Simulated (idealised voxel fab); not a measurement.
This is a process module. Its name is voxel wiring stack.
Pictured: cross-section cut, 300 nm wide, on a grid of 5 nm square cells.
Cross-section, as written here: a square-cell grid given band by band from the top down, where a band holds one or more rows of cells. Look at the band entry: it leads with the top's height and the bottom's height in nm. Then it lists the materials left to right, with a width in nm for each. The word "full width" on a single material says that material fills the band edge to edge. The word "air" is empty space. Height is counted from the level 0, under which the received wafer is composed throughout of one material. The lowest of the bands is not closed at the bottom but continues downward, in the notation "top 0, no bottom". Width: "30->40" (first number = top row, second number = bottom row, same change from row to row of cells). Where a step carries "remains unaltered", the cross-section came out of it unchanged, cell for cell. "Fully sealed voids" means: voids of 8 cells or more that are shut off from the top with no open way through. Written width x height at distance, distance from the left edge, in nm. The remark found on a step's line after its settings is issued by the simulator itself and pertains to that step. overlay nm: for a step with a mask, the amount by which the mask lay right of where it was planned; a negative amount means left of it. Below you will find pairs of cross-sections. In each, one shows the wafer before one process step and the other after it, with the after view ending at the lowest band that changed. Under each pair is the step separating them, along with its settings. Do not assume the pairs form a chain: they can come from different runs of this module on the same starting wafer, and a pair continues from the pair above it only when its "Pre-process" entry says so.
### Pre-process
    top 0, no bottom | Si full width
    Fully sealed voids: none
### Resultant Cross-Section
    top 15, bottom 0 | SiO2 full width
    All layers under 0 are left as they were.
    Fully sealed voids: none
So what happens between those two cross-sections up there? CONFORMAL_DEP: material SiO2, thk nm 15
Pre-process: For the state before this step, see the after cross-section of the pair located directly above.
### Resultant Cross-Section
    top 20, bottom 15 | TiN full width
    All layers under 15 are left as they were.
    Fully sealed voids: none
So what happens between those two cross-sections up there? DIRECTIONAL_DEP: material TiN, thk nm 5
Pre-process: For the state before this step, see the after cross-section of the pair located directly above.
### Resultant Cross-Section
    top 45, bottom 20 | Ru full width
    All layers under 20 are left as they were.
    Fully sealed voids: none
So what happens between those two cross-sections up there? DIRECTIONAL_DEP: material Ru, thk nm 25
Pre-process: For the state before this step, see the after cross-section of the pair located directly above.
### Resultant Cross-Section
    top 65, bottom 45 | 85 nm air; 20 nm resist; 15 nm air; 20 nm resist; 15 nm air; 20 nm resist; 15 nm air; 20 nm resist; 90 nm air
    All layers under 45 are left as they were.
    Fully sealed voids: none
So what happens between those two cross-sections up there? PATTERN: tone cover, mask id METAL_1, material resist, width nm 20, pitch nm 35, thk nm 20, overlay nm 0
Pre-process: For the state before this step, see the after cross-section of the pair located directly above.
### Resultant Cross-Section
    top 65, bottom 45 | 85 nm air; 20 nm resist; 15 nm air; 20 nm resist; 15 nm air; 20 nm resist; 15 nm air; 20 nm resist; 90 nm air
    top 45, bottom 20 | 85 nm air; 20 nm Ru; 15 nm air; 20 nm Ru; 15 nm air; 20 nm Ru; 15 nm air; 20 nm Ru; 90 nm air
    All layers under 20 are left as they were.
    Fully sealed voids: none
So what happens between those two cross-sections up there? DIRECTIONAL_ETCH: etch materials Ru, depth nm 25
Pre-process: For the state before this step, see the after cross-section of the pair located directly above.
### Resultant Cross-Section
    top 65, bottom 45 | 85 nm air; 20 nm resist; 15 nm air; 20 nm resist; 15 nm air; 20 nm resist; 15 nm air; 20 nm resist; 90 nm air
    top 45, bottom 20 | 85 nm air; 20 nm Ru; 15 nm air; 20 nm Ru; 15 nm air; 20 nm Ru; 15 nm air; 20 nm Ru; 90 nm air
    top 20, bottom 15 | 85 nm air; 20 nm TiN; 15 nm air; 20 nm TiN; 15 nm air; 20 nm TiN; 15 nm air; 20 nm TiN; 90 nm air
    All layers under 15 are left as they were.
    Fully sealed voids: none
So what happens between those two cross-sections up there? DIRECTIONAL_ETCH: etch materials TiN, depth nm 5
Pre-process: For the state before this step, see the after cross-section of the pair located directly above.
### Resultant Cross-Section
    top 45, bottom 20 | 85 nm air; 20 nm Ru; 15 nm air; 20 nm Ru; 15 nm air; 20 nm Ru; 15 nm air; 20 nm Ru; 90 nm air
    All layers under 20 are left as they were.
    Fully sealed voids: none
So what happens between those two cross-sections up there? STRIP: etch materials resist
Pre-process: For the state before this step, see the after cross-section of the pair located directly above.
### Resultant Cross-Section
    top 50, bottom 45 | SiO2 full width
    top 45, bottom 20 | 85 nm SiO2; 20 nm Ru; 15 nm SiO2; 20 nm Ru; 15 nm SiO2; 20 nm Ru; 15 nm SiO2; 20 nm Ru; 90 nm SiO2
    top 20, bottom 15 | 85 nm SiO2; 20 nm TiN; 15 nm SiO2; 20 nm TiN; 15 nm SiO2; 20 nm TiN; 15 nm SiO2; 20 nm TiN; 90 nm SiO2
    All layers under 15 are left as they were.
    Fully sealed voids: none
So what happens between those two cross-sections up there? FILL_DEP: material SiO2, thk nm 5
Pre-process: For the state before this step, see the after cross-section of the pair located directly above.
### Resultant Cross-Section
    top 45, bottom 20 | 85 nm SiO2; 20 nm Ru; 15 nm SiO2; 20 nm Ru; 15 nm SiO2; 20 nm Ru; 15 nm SiO2; 20 nm Ru; 90 nm SiO2
    All layers under 20 are left as they were.
    Fully sealed voids: none
So what happens between those two cross-sections up there? CMP: height nm 45
Pre-process: For the state before this step, see the after cross-section of the pair located directly above.
### Resultant Cross-Section
    top 50, bottom 45 | SiCN full width
    All layers under 45 are left as they were.
    Fully sealed voids: none
So what happens between those two cross-sections up there? CONFORMAL_DEP: material SiCN, thk nm 5
Pre-process: For the state before this step, see the after cross-section of the pair located directly above.
### Resultant Cross-Section
    top 80, bottom 50 | SiO2 full width
    All layers under 50 are left as they were.
    Fully sealed voids: none
So what happens between those two cross-sections up there? DIRECTIONAL_DEP: material SiO2, thk nm 30
Pre-process: For the state before this step, see the after cross-section of the pair located directly above.
### Resultant Cross-Section
    top 100, bottom 80 | 85 nm resist; 15 nm air; 20 nm resist; 15 nm air; 20 nm resist; 15 nm air; 20 nm resist; 15 nm air; 95 nm resist
    All layers under 80 are left as they were.
    Fully sealed voids: none
So what happens between those two cross-sections up there? PATTERN: tone open, mask id METAL_2_HOLES, material resist, width nm 15, pitch nm 35, thk nm 20, overlay nm 0
Pre-process: For the state before this step, see the after cross-section of the pair located directly above.
### Resultant Cross-Section
    top 100, bottom 80 | 85 nm resist; 15 nm air; 20 nm resist; 15 nm air; 20 nm resist; 15 nm air; 20 nm resist; 15 nm air; 95 nm resist
    top 80, bottom 50 | 85 nm SiO2; 15 nm air; 20 nm SiO2; 15 nm air; 20 nm SiO2; 15 nm air; 20 nm SiO2; 15 nm air; 95 nm SiO2
    All layers under 50 are left as they were.
    Fully sealed voids: none
So what happens between those two cross-sections up there? DIRECTIONAL_ETCH: etch materials SiO2, depth nm 30
Pre-process: For the state before this step, see the after cross-section of the pair located directly above.
### Resultant Cross-Section
    top 80, bottom 50 | 85 nm SiO2; 15 nm air; 20 nm SiO2; 15 nm air; 20 nm SiO2; 15 nm air; 20 nm SiO2; 15 nm air; 95 nm SiO2
    All layers under 50 are left as they were.
    Fully sealed voids: none
So what happens between those two cross-sections up there? STRIP: etch materials resist
Pre-process: For the state before this step, see the after cross-section of the pair located directly above.
### Resultant Cross-Section
    top 100, bottom 80 | 85 nm resist; 20 nm air; 15 nm resist; 20 nm air; 15 nm resist; 20 nm air; 15 nm resist; 20 nm air; 90 nm resist
    All layers under 80 are left as they were.
    Fully sealed voids: none
So what happens between those two cross-sections up there? PATTERN: tone open, mask id METAL_2, material resist, width nm 20, pitch nm 35, thk nm 20, overlay nm 0
Pre-process: For the state before this step, see the after cross-section of the pair located directly above.
### Resultant Cross-Section
    top 100, bottom 80 | 85 nm resist; 20 nm air; 15 nm resist; 20 nm air; 15 nm resist; 20 nm air; 15 nm resist; 20 nm air; 90 nm resist
    top 80, bottom 65 | 85 nm SiO2; 20 nm air; 15 nm SiO2; 20 nm air; 15 nm SiO2; 20 nm air; 15 nm SiO2; 20 nm air; 90 nm SiO2
    All layers under 65 are left as they were.
    Fully sealed voids: none
So what happens between those two cross-sections up there? DIRECTIONAL_ETCH: etch materials SiO2, depth nm 15
Pre-process: For the state before this step, see the after cross-section of the pair located directly above.
### Resultant Cross-Section
    top 100, bottom 80 | 85 nm resist; 20 nm air; 15 nm resist; 20 nm air; 15 nm resist; 20 nm air; 15 nm resist; 20 nm air; 90 nm resist
    top 80, bottom 65 | 85 nm SiO2; 20 nm air; 15 nm SiO2; 20 nm air; 15 nm SiO2; 20 nm air; 15 nm SiO2; 20 nm air; 90 nm SiO2
    top 65, bottom 50 | 85 nm SiO2; 15 nm air; 20 nm SiO2; 15 nm air; 20 nm SiO2; 15 nm air; 20 nm SiO2; 15 nm air; 95 nm SiO2
    top 50, bottom 45 | 85 nm SiCN; 15 nm air; 20 nm SiCN; 15 nm air; 20 nm SiCN; 15 nm air; 20 nm SiCN; 15 nm air; 95 nm SiCN
    All layers under 45 are left as they were.
    Fully sealed voids: none
So what happens between those two cross-sections up there? DIRECTIONAL_ETCH: etch materials SiCN, depth nm 5
Pre-process: For the state before this step, see the after cross-section of the pair located directly above.
### Resultant Cross-Section
    top 80, bottom 65 | 85 nm SiO2; 20 nm air; 15 nm SiO2; 20 nm air; 15 nm SiO2; 20 nm air; 15 nm SiO2; 20 nm air; 90 nm SiO2
    All layers under 65 are left as they were.
    Fully sealed voids: none
So what happens between those two cross-sections up there? STRIP: etch materials resist
Pre-process: For the state before this step, see the after cross-section of the pair located directly above.
### Resultant Cross-Section
    top 85, bottom 80 | 90 nm TiN; 10 nm air; 25 nm TiN; 10 nm air; 25 nm TiN; 10 nm air; 25 nm TiN; 10 nm air; 95 nm TiN
    top 80, bottom 70 | 85 nm SiO2; 5 nm TiN; 10 nm air; 5 nm TiN; 15 nm SiO2; 5 nm TiN; 10 nm air; 5 nm TiN; 15 nm SiO2; 5 nm TiN; 10 nm air; 5 nm TiN; 15 nm SiO2; 5 nm TiN; 10 nm air; 5 nm TiN; 90 nm SiO2
    top 70, bottom 65 | 85 nm SiO2; 5 nm TiN; 5 nm air; 10 nm TiN; 15 nm SiO2; 5 nm TiN; 5 nm air; 10 nm TiN; 15 nm SiO2; 5 nm TiN; 5 nm air; 10 nm TiN; 15 nm SiO2; 5 nm TiN; 5 nm air; 10 nm TiN; 90 nm SiO2
    top 65, bottom 50 | 85 nm SiO2; 5 nm TiN; 5 nm air; 5 nm TiN; 20 nm SiO2; 5 nm TiN; 5 nm air; 5 nm TiN; 20 nm SiO2; 5 nm TiN; 5 nm air; 5 nm TiN; 20 nm SiO2; 5 nm TiN; 5 nm air; 5 nm TiN; 95 nm SiO2
    top 50, bottom 45 | 85 nm SiCN; 15 nm TiN; 20 nm SiCN; 15 nm TiN; 20 nm SiCN; 15 nm TiN; 20 nm SiCN; 15 nm TiN; 95 nm SiCN
    All layers under 45 are left as they were.
    Fully sealed voids: none
So what happens between those two cross-sections up there? CONFORMAL_DEP: material TiN, thk nm 5
Pre-process: For the state before this step, see the after cross-section of the pair located directly above.
### Resultant Cross-Section
    top 95, bottom 85 | Cu full width
    top 85, bottom 80 | 90 nm TiN; 10 nm Cu; 25 nm TiN; 10 nm Cu; 25 nm TiN; 10 nm Cu; 25 nm TiN; 10 nm Cu; 95 nm TiN
    top 80, bottom 70 | 85 nm SiO2; 5 nm TiN; 10 nm Cu; 5 nm TiN; 15 nm SiO2; 5 nm TiN; 10 nm Cu; 5 nm TiN; 15 nm SiO2; 5 nm TiN; 10 nm Cu; 5 nm TiN; 15 nm SiO2; 5 nm TiN; 10 nm Cu; 5 nm TiN; 90 nm SiO2
    top 70, bottom 65 | 85 nm SiO2; 5 nm TiN; 5 nm Cu; 10 nm TiN; 15 nm SiO2; 5 nm TiN; 5 nm Cu; 10 nm TiN; 15 nm SiO2; 5 nm TiN; 5 nm Cu; 10 nm TiN; 15 nm SiO2; 5 nm TiN; 5 nm Cu; 10 nm TiN; 90 nm SiO2
    top 65, bottom 50 | 85 nm SiO2; 5 nm TiN; 5 nm Cu; 5 nm TiN; 20 nm SiO2; 5 nm TiN; 5 nm Cu; 5 nm TiN; 20 nm SiO2; 5 nm TiN; 5 nm Cu; 5 nm TiN; 20 nm SiO2; 5 nm TiN; 5 nm Cu; 5 nm TiN; 95 nm SiO2
    All layers under 50 are left as they were.
    Fully sealed voids: none
So what happens between those two cross-sections up there? FILL_DEP: material Cu, thk nm 10
Pre-process: For the state before this step, see the after cross-section of the pair located directly above.
### Resultant Cross-Section
    top 80, bottom 70 | 85 nm SiO2; 5 nm TiN; 10 nm Cu; 5 nm TiN; 15 nm SiO2; 5 nm TiN; 10 nm Cu; 5 nm TiN; 15 nm SiO2; 5 nm TiN; 10 nm Cu; 5 nm TiN; 15 nm SiO2; 5 nm TiN; 10 nm Cu; 5 nm TiN; 90 nm SiO2
    All layers under 70 are left as they were.
    Fully sealed voids: none
So what happens between those two cross-sections up there? CMP: height nm 80
Pre-process: For the state before this step, see the after cross-section of the pair located directly above.
### Resultant Cross-Section
    top 85, bottom 80 | SiCN full width
    All layers under 80 are left as they were.
    Fully sealed voids: none
So what happens between those two cross-sections up there? CONFORMAL_DEP: material SiCN, thk nm 5
Pre-process: For the state before this step, see the after cross-section of the pair located directly above.
### Resultant Cross-Section
    top 95, bottom 85 | SiO2 full width
    All layers under 85 are left as they were.
    Fully sealed voids: none
So what happens between those two cross-sections up there? DIRECTIONAL_DEP: material SiO2, thk nm 10
Pre-process: For the state before this step, see the after cross-section of the pair located directly above.
### Resultant Cross-Section
    top 95, bottom 85 | 85 nm SiO2; 15 nm air; 20 nm SiO2; 15 nm air; 20 nm SiO2; 15 nm air; 20 nm SiO2; 15 nm air; 95 nm SiO2
    All layers under 85 are left as they were.
    Fully sealed voids: none
So what happens between those two cross-sections up there? MASKED_ETCH: tone open, mask id PLUG_2, width nm 15, pitch nm 35, etch materials SiO2, depth nm 10, overlay nm 0
Pre-process: For the state before this step, see the after cross-section of the pair located directly above.
### Resultant Cross-Section
    top 95, bottom 85 | 85 nm SiO2; 15 nm air; 20 nm SiO2; 15 nm air; 20 nm SiO2; 15 nm air; 20 nm SiO2; 15 nm air; 95 nm SiO2
    top 85, bottom 80 | 85 nm SiCN; 15 nm air; 20 nm SiCN; 15 nm air; 20 nm SiCN; 15 nm air; 20 nm SiCN; 15 nm air; 95 nm SiCN
    All layers under 80 are left as they were.
    Fully sealed voids: none
So what happens between those two cross-sections up there? MASKED_ETCH: tone open, mask id PLUG_2, width nm 15, pitch nm 35, etch materials SiCN, depth nm 5, overlay nm 0
Pre-process: For the state before this step, see the after cross-section of the pair located directly above.
### Resultant Cross-Section
    top 95, bottom 90 | 85 nm SiO2; 15 nm air; 20 nm SiO2; 15 nm air; 20 nm SiO2; 15 nm air; 20 nm SiO2; 15 nm air; 95 nm SiO2
    top 90, bottom 85 | 85 nm SiO2; 15 nm Ru; 20 nm SiO2; 15 nm Ru; 20 nm SiO2; 15 nm Ru; 20 nm SiO2; 15 nm Ru; 95 nm SiO2
    top 85, bottom 80 | 85 nm SiCN; 15 nm Ru; 20 nm SiCN; 15 nm Ru; 20 nm SiCN; 15 nm Ru; 20 nm SiCN; 15 nm Ru; 95 nm SiCN
    All layers under 80 are left as they were.
    Fully sealed voids: none
So what happens between those two cross-sections up there? EPI: material Ru, thk nm 10
Pre-process: For the state before this step, see the after cross-section of the pair located directly above.
### Resultant Cross-Section
    top 95, bottom 85 | 85 nm SiO2; 15 nm Ru; 20 nm SiO2; 15 nm Ru; 20 nm SiO2; 15 nm Ru; 20 nm SiO2; 15 nm Ru; 95 nm SiO2
    All layers under 85 are left as they were.
    Fully sealed voids: none
So what happens between those two cross-sections up there? EPI: material Ru, thk nm 5
Pre-process: For the state before this step, see the after cross-section of the pair located directly above.
### Resultant Cross-Section
    top 100, bottom 95 | TiN full width
    All layers under 95 are left as they were.
    Fully sealed voids: none
So what happens between those two cross-sections up there? DIRECTIONAL_DEP: material TiN, thk nm 5
Pre-process: For the state before this step, see the after cross-section of the pair located directly above.
### Resultant Cross-Section
    top 120, bottom 100 | Ru full width
    All layers under 100 are left as they were.
    Fully sealed voids: none
So what happens between those two cross-sections up there? DIRECTIONAL_DEP: material Ru, thk nm 20
Pre-process: For the state before this step, see the after cross-section of the pair located directly above.
### Resultant Cross-Section
    top 120, bottom 100 | 85 nm air; 20 nm Ru; 15 nm air; 20 nm Ru; 15 nm air; 20 nm Ru; 15 nm air; 20 nm Ru; 90 nm air
    All layers under 100 are left as they were.
    Fully sealed voids: none
So what happens between those two cross-sections up there? MASKED_ETCH: tone cover, mask id METAL_3, width nm 20, pitch nm 35, etch materials Ru, depth nm 20, overlay nm 0
Pre-process: For the state before this step, see the after cross-section of the pair located directly above.
### Resultant Cross-Section
    top 120, bottom 100 | 85 nm air; 20 nm Ru; 15 nm air; 20 nm Ru; 15 nm air; 20 nm Ru; 15 nm air; 20 nm Ru; 90 nm air
    top 100, bottom 95 | 85 nm air; 20 nm TiN; 15 nm air; 20 nm TiN; 15 nm air; 20 nm TiN; 15 nm air; 20 nm TiN; 90 nm air
    All layers under 95 are left as they were.
    Fully sealed voids: none
So what happens between those two cross-sections up there? MASKED_ETCH: tone cover, mask id METAL_3, width nm 20, pitch nm 35, etch materials TiN, depth nm 5, overlay nm 0
Pre-process: For the state before this step, see the after cross-section of the pair located directly above.
### Resultant Cross-Section
    top 130, bottom 120 | SiO2 full width
    top 120, bottom 100 | 85 nm SiO2; 20 nm Ru; 15 nm SiO2; 20 nm Ru; 15 nm SiO2; 20 nm Ru; 15 nm SiO2; 20 nm Ru; 90 nm SiO2
    top 100, bottom 95 | 85 nm SiO2; 20 nm TiN; 15 nm SiO2; 20 nm TiN; 15 nm SiO2; 20 nm TiN; 15 nm SiO2; 20 nm TiN; 90 nm SiO2
    All layers under 95 are left as they were.
    Fully sealed voids: none
So what happens between those two cross-sections up there? FILL_DEP: material SiO2, thk nm 10
Pre-process: For the state before this step, see the after cross-section of the pair located directly above.
### Resultant Cross-Section
    top 120, bottom 100 | 85 nm SiO2; 20 nm Ru; 15 nm SiO2; 20 nm Ru; 15 nm SiO2; 20 nm Ru; 15 nm SiO2; 20 nm Ru; 90 nm SiO2
    All layers under 100 are left as they were.
    Fully sealed voids: none
So what happens between those two cross-sections up there? CMP: height nm 120
Pre-process: For the state before this step, see the after cross-section of the pair located directly above.
### Resultant Cross-Section
    top 125, bottom 120 | SiCN full width
    All layers under 120 are left as they were.
    Fully sealed voids: none
So what happens between those two cross-sections up there? CONFORMAL_DEP: material SiCN, thk nm 5
Pre-process: For the state before this step, see the after cross-section of the pair located directly above.
### Resultant Cross-Section
    top 145, bottom 125 | SiO2 full width
    All layers under 125 are left as they were.
    Fully sealed voids: none
So what happens between those two cross-sections up there? DIRECTIONAL_DEP: material SiO2, thk nm 20
Pre-process: For the state before this step, see the after cross-section of the pair located directly above.
### Resultant Cross-Section
    top 155, bottom 145 | aC full width
    All layers under 145 are left as they were.
    Fully sealed voids: none
So what happens between those two cross-sections up there? DIRECTIONAL_DEP: material aC, thk nm 10
Pre-process: For the state before this step, see the after cross-section of the pair located directly above.
### Resultant Cross-Section
    top 180, bottom 155 | 85 nm resist; 15 nm air; 20 nm resist; 15 nm air; 20 nm resist; 15 nm air; 20 nm resist; 15 nm air; 95 nm resist
    All layers under 155 are left as they were.
    Fully sealed voids: none
So what happens between those two cross-sections up there? PATTERN: tone open, mask id PLUG_3, material resist, width nm 15, pitch nm 35, thk nm 25, overlay nm 0
Pre-process: For the state before this step, see the after cross-section of the pair located directly above.
### Resultant Cross-Section
    top 170, bottom 155 | 85 nm resist; 15 nm air; 20 nm resist; 15 nm air; 20 nm resist; 15 nm air; 20 nm resist; 15 nm air; 95 nm resist
    top 155, bottom 145 | 85 nm aC; 15 nm air; 20 nm aC; 15 nm air; 20 nm aC; 15 nm air; 20 nm aC; 15 nm air; 95 nm aC
    All layers under 145 are left as they were.
    Fully sealed voids: none
So what happens between those two cross-sections up there? DIRECTIONAL_ETCH: etch materials aC, depth nm 10
Pre-process: For the state before this step, see the after cross-section of the pair located directly above.
### Resultant Cross-Section
    top 155, bottom 145 | 85 nm aC; 15 nm air; 20 nm aC; 15 nm air; 20 nm aC; 15 nm air; 20 nm aC; 15 nm air; 95 nm aC
    All layers under 145 are left as they were.
    Fully sealed voids: none
So what happens between those two cross-sections up there? STRIP: etch materials resist
Pre-process: For the state before this step, see the after cross-section of the pair located directly above.
### Resultant Cross-Section
    top 155, bottom 145 | 85 nm aC; 15 nm air; 20 nm aC; 15 nm air; 20 nm aC; 15 nm air; 20 nm aC; 15 nm air; 95 nm aC
    top 145, bottom 125 | 85 nm SiO2; 15 nm air; 20 nm SiO2; 15 nm air; 20 nm SiO2; 15 nm air; 20 nm SiO2; 15 nm air; 95 nm SiO2
    All layers under 125 are left as they were.
    Fully sealed voids: none
So what happens between those two cross-sections up there? DIRECTIONAL_ETCH: etch materials SiO2, depth nm 20
Pre-process: For the state before this step, see the after cross-section of the pair located directly above.
### Resultant Cross-Section
    top 155, bottom 145 | 85 nm aC; 15 nm air; 20 nm aC; 15 nm air; 20 nm aC; 15 nm air; 20 nm aC; 15 nm air; 95 nm aC
    top 145, bottom 125 | 85 nm SiO2; 15 nm air; 20 nm SiO2; 15 nm air; 20 nm SiO2; 15 nm air; 20 nm SiO2; 15 nm air; 95 nm SiO2
    top 125, bottom 120 | 85 nm SiCN; 15 nm air; 20 nm SiCN; 15 nm air; 20 nm SiCN; 15 nm air; 20 nm SiCN; 15 nm air; 95 nm SiCN
    All layers under 120 are left as they were.
    Fully sealed voids: none
So what happens between those two cross-sections up there? DIRECTIONAL_ETCH: etch materials SiCN, depth nm 5
Pre-process: For the state before this step, see the after cross-section of the pair located directly above.
### Resultant Cross-Section
    top 145, bottom 125 | 85 nm SiO2; 15 nm air; 20 nm SiO2; 15 nm air; 20 nm SiO2; 15 nm air; 20 nm SiO2; 15 nm air; 95 nm SiO2
    All layers under 125 are left as they were.
    Fully sealed voids: none
So what happens between those two cross-sections up there? STRIP: etch materials aC
Pre-process: For the state before this step, see the after cross-section of the pair located directly above.
### Resultant Cross-Section
    top 150, bottom 145 | 90 nm TiN; 5 nm air; 30 nm TiN; 5 nm air; 30 nm TiN; 5 nm air; 30 nm TiN; 5 nm air; 100 nm TiN
    top 145, bottom 125 | 85 nm SiO2; 5 nm TiN; 5 nm air; 5 nm TiN; 20 nm SiO2; 5 nm TiN; 5 nm air; 5 nm TiN; 20 nm SiO2; 5 nm TiN; 5 nm air; 5 nm TiN; 20 nm SiO2; 5 nm TiN; 5 nm air; 5 nm TiN; 95 nm SiO2
    top 125, bottom 120 | 85 nm SiCN; 15 nm TiN; 20 nm SiCN; 15 nm TiN; 20 nm SiCN; 15 nm TiN; 20 nm SiCN; 15 nm TiN; 95 nm SiCN
    All layers under 120 are left as they were.
    Fully sealed voids: none
So what happens between those two cross-sections up there? CONFORMAL_DEP: material TiN, thk nm 5
Pre-process: For the state before this step, see the after cross-section of the pair located directly above.
### Resultant Cross-Section
    top 160, bottom 150 | Cu full width
    top 150, bottom 145 | 90 nm TiN; 5 nm Cu; 30 nm TiN; 5 nm Cu; 30 nm TiN; 5 nm Cu; 30 nm TiN; 5 nm Cu; 100 nm TiN
    top 145, bottom 125 | 85 nm SiO2; 5 nm TiN; 5 nm Cu; 5 nm TiN; 20 nm SiO2; 5 nm TiN; 5 nm Cu; 5 nm TiN; 20 nm SiO2; 5 nm TiN; 5 nm Cu; 5 nm TiN; 20 nm SiO2; 5 nm TiN; 5 nm Cu; 5 nm TiN; 95 nm SiO2
    All layers under 125 are left as they were.
    Fully sealed voids: none
So what happens between those two cross-sections up there? FILL_DEP: material Cu, thk nm 10
Pre-process: For the state before this step, see the after cross-section of the pair located directly above.
### Resultant Cross-Section
    top 145, bottom 125 | 85 nm SiO2; 5 nm TiN; 5 nm Cu; 5 nm TiN; 20 nm SiO2; 5 nm TiN; 5 nm Cu; 5 nm TiN; 20 nm SiO2; 5 nm TiN; 5 nm Cu; 5 nm TiN; 20 nm SiO2; 5 nm TiN; 5 nm Cu; 5 nm TiN; 95 nm SiO2
    All layers under 125 are left as they were.
    Fully sealed voids: none
So what happens between those two cross-sections up there? CMP: height nm 145
Pre-process: For the state before this step, see the after cross-section of the pair located directly above.
### Resultant Cross-Section
    top 150, bottom 145 | TiN full width
    All layers under 145 are left as they were.
    Fully sealed voids: none
So what happens between those two cross-sections up there? DIRECTIONAL_DEP: material TiN, thk nm 5
Pre-process: For the state before this step, see the after cross-section of the pair located directly above.
### Resultant Cross-Section
    top 175, bottom 150 | W full width
    All layers under 150 are left as they were.
    Fully sealed voids: none
So what happens between those two cross-sections up there? DIRECTIONAL_DEP: material W, thk nm 25
Pre-process: For the state before this step, see the after cross-section of the pair located directly above.
### Resultant Cross-Section
    top 175, bottom 150 | 85 nm air; 20 nm W; 15 nm air; 20 nm W; 15 nm air; 20 nm W; 15 nm air; 20 nm W; 90 nm air
    All layers under 150 are left as they were.
    Fully sealed voids: none
So what happens between those two cross-sections up there? MASKED_ETCH: tone cover, mask id METAL_4, width nm 20, pitch nm 35, etch materials W, depth nm 25, overlay nm 0
Pre-process: For the state before this step, see the after cross-section of the pair located directly above.
### Resultant Cross-Section
    top 175, bottom 150 | 85 nm air; 20 nm W; 15 nm air; 20 nm W; 15 nm air; 20 nm W; 15 nm air; 20 nm W; 90 nm air
    top 150, bottom 145 | 85 nm air; 20 nm TiN; 15 nm air; 20 nm TiN; 15 nm air; 20 nm TiN; 15 nm air; 20 nm TiN; 90 nm air
    All layers under 145 are left as they were.
    Fully sealed voids: none
So what happens between those two cross-sections up there? MASKED_ETCH: tone cover, mask id METAL_4, width nm 20, pitch nm 35, etch materials TiN, depth nm 5, overlay nm 0
Pre-process: For the state before this step, see the after cross-section of the pair located directly above.
### Resultant Cross-Section
    top 180, bottom 175 | 80 nm air; 30 nm SiN; 5 nm air; 30 nm SiN; 5 nm air; 30 nm SiN; 5 nm air; 30 nm SiN; 85 nm air
    top 175, bottom 150 | 80 nm air; 5 nm SiN; 20 nm W; 5 nm SiN; 5 nm air; 5 nm SiN; 20 nm W; 5 nm SiN; 5 nm air; 5 nm SiN; 20 nm W; 5 nm SiN; 5 nm air; 5 nm SiN; 20 nm W; 5 nm SiN; 85 nm air
    top 150, bottom 145 | 85 nm SiN; 20 nm TiN; 15 nm SiN; 20 nm TiN; 15 nm SiN; 20 nm TiN; 15 nm SiN; 20 nm TiN; 90 nm SiN
    All layers under 145 are left as they were.
    Fully sealed voids: none
So what happens between those two cross-sections up there? CONFORMAL_DEP: material SiN, thk nm 5
Pre-process: For the state before this step, see the after cross-section of the pair located directly above.
### Resultant Cross-Section
    top 185, bottom 180 | lowk full width
    top 180, bottom 175 | 80 nm lowk; 30 nm SiN; 5 nm lowk; 30 nm SiN; 5 nm lowk; 30 nm SiN; 5 nm lowk; 30 nm SiN; 85 nm lowk
    top 175, bottom 150 | 80 nm lowk; 5 nm SiN; 20 nm W; 5 nm SiN; 5 nm lowk; 5 nm SiN; 20 nm W; 5 nm SiN; 5 nm lowk; 5 nm SiN; 20 nm W; 5 nm SiN; 5 nm lowk; 5 nm SiN; 20 nm W; 5 nm SiN; 85 nm lowk
    All layers under 150 are left as they were.
    Fully sealed voids: none
So what happens between those two cross-sections up there? FILL_DEP: material lowk, thk nm 5
Pre-process: For the state before this step, see the after cross-section of the pair located directly above.
### Resultant Cross-Section
    top 175, bottom 150 | 80 nm lowk; 5 nm SiN; 20 nm W; 5 nm SiN; 5 nm lowk; 5 nm SiN; 20 nm W; 5 nm SiN; 5 nm lowk; 5 nm SiN; 20 nm W; 5 nm SiN; 5 nm lowk; 5 nm SiN; 20 nm W; 5 nm SiN; 85 nm lowk
    All layers under 150 are left as they were.
    Fully sealed voids: none
So what happens between those two cross-sections up there? CMP: height nm 175
Pre-process: For the state before this step, see the after cross-section of the pair located directly above.
### Resultant Cross-Section
    top 180, bottom 175 | SiN full width
    All layers under 175 are left as they were.
    Fully sealed voids: none
So what happens between those two cross-sections up there? CONFORMAL_DEP: material SiN, thk nm 5
### Pre-process
    top 85, bottom 80 | SiCN full width
    top 80, bottom 70 | 85 nm SiO2; 5 nm TiN; 10 nm Cu; 5 nm TiN; 15 nm SiO2; 5 nm TiN; 10 nm Cu; 5 nm TiN; 15 nm SiO2; 5 nm TiN; 10 nm Cu; 5 nm TiN; 15 nm SiO2; 5 nm TiN; 10 nm Cu; 5 nm TiN; 90 nm SiO2
    top 70, bottom 65 | 85 nm SiO2; 5 nm TiN; 5 nm Cu; 10 nm TiN; 15 nm SiO2; 5 nm TiN; 5 nm Cu; 10 nm TiN; 15 nm SiO2; 5 nm TiN; 5 nm Cu; 10 nm TiN; 15 nm SiO2; 5 nm TiN; 5 nm Cu; 10 nm TiN; 90 nm SiO2
    top 65, bottom 50 | 85 nm SiO2; 5 nm TiN; 5 nm Cu; 5 nm TiN; 20 nm SiO2; 5 nm TiN; 5 nm Cu; 5 nm TiN; 20 nm SiO2; 5 nm TiN; 5 nm Cu; 5 nm TiN; 20 nm SiO2; 5 nm TiN; 5 nm Cu; 5 nm TiN; 95 nm SiO2
    top 50, bottom 45 | 85 nm SiCN; 15 nm TiN; 20 nm SiCN; 15 nm TiN; 20 nm SiCN; 15 nm TiN; 20 nm SiCN; 15 nm TiN; 95 nm SiCN
    top 45, bottom 20 | 85 nm SiO2; 20 nm Ru; 15 nm SiO2; 20 nm Ru; 15 nm SiO2; 20 nm Ru; 15 nm SiO2; 20 nm Ru; 90 nm SiO2
    top 20, bottom 15 | 85 nm SiO2; 20 nm TiN; 15 nm SiO2; 20 nm TiN; 15 nm SiO2; 20 nm TiN; 15 nm SiO2; 20 nm TiN; 90 nm SiO2
    top 15, bottom 0 | SiO2 full width
    top 0, no bottom | Si full width
    Fully sealed voids: none
### Resultant Cross-Section
    top 85, bottom 80 | 85 nm SiCN; 15 nm air; 20 nm SiCN; 15 nm air; 20 nm SiCN; 15 nm air; 20 nm SiCN; 15 nm air; 95 nm SiCN
    All layers under 80 are left as they were.
    Fully sealed voids: none
So what happens between those two cross-sections up there? MASKED_ETCH: tone open, mask id PLUG_2, width nm 15, pitch nm 35, etch materials SiCN, depth nm 5, overlay nm 0
